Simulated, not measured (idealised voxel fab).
Title: Process Module voxel tone inversion
The figure presents cross-section cut, which has a width of 265 nm and is divided into square cells with an edge length of 5 nm.
For the purposes of this document, a cross-section shall be understood as a grid of square cells, specified as bands listed in top-to-bottom order, each band consisting of one or more rows of cells.
Look at the band entry: it leads with the top's height and the bottom's height in nm. Then it lists the materials left to right, with a width in nm for each. The word "all across" on a single material says that material fills the band edge to edge. The word "empty" is empty space.
Below 0: as-received wafer, all one material; heights counted from there. Lowest band: no bottom, goes on down, written "top 0, no bottom".
A width such as "30->40" changes by the same amount from each row of cells to the next, from the band's top row to its bottom row.
"left unchanged" for a step: no cell of the cross-section changed in that step.
"Closed void entries": sealed empty spaces, 8 cells or more, no open way to top, listed width x height at distance, with distance from the left edge and width, height and distance in nm.
That trailing text on a step's line, after the settings, is the simulator's own remark on the step.
overlay nm: mask offset rightward from planned place, masked step; negative means leftward offset.

## Process steps foreseen in the plan
| 1 | op RECEIVE | material Si |
| 2 | op CONFORMAL_DEP | material SiCN | thk nm 5 |
| 3 | op DIRECTIONAL_DEP | material aC | thk nm 20 |
| 4 | op PATTERN | tone cover | mask id POSTS | material resist | width nm 15 | pitch nm 35 | thk nm 25 | overlay nm 0 |
| 5 | op DIRECTIONAL_ETCH | etch materials aC | depth nm 20 |
| 6 | op STRIP | etch materials resist |
| 7 | op FILL_DEP | material SiO2 | thk nm 5 |
| 8 | op CMP | height nm 25 |
| 9 | op STRIP | etch materials aC |

## Here's what the wafer looked like in cross-section when it arrived - that's after step 1
top 0, no bottom  Si all across
Closed void entries: none

## As-planned run: cross-section of the first of two wafers at end of module
top 25, bottom 5  SiO2: 105 / empty: 15 / SiO2: 20 / empty: 15 / SiO2: 110
top 5, bottom 0  SiCN all across
top 0, no bottom  Si all across
Closed void entries: none

## End of module, second wafer, cross-section. Started like the first, planned like the first, run with one mistake
top 25, bottom 5  SiCN: 105 / empty: 15 / SiCN: 20 / empty: 15 / SiCN: 110
top 5, bottom 0  SiCN all across
top 0, no bottom  Si all across
Closed void entries: none
Processing error: step 7 deviated from plan and actually ran as op FILL_DEP | material SiCN | thk nm 5
Cell-count delta at end, second wafer over first, by material: SiCN: 188 more, SiO2: 188 fewer
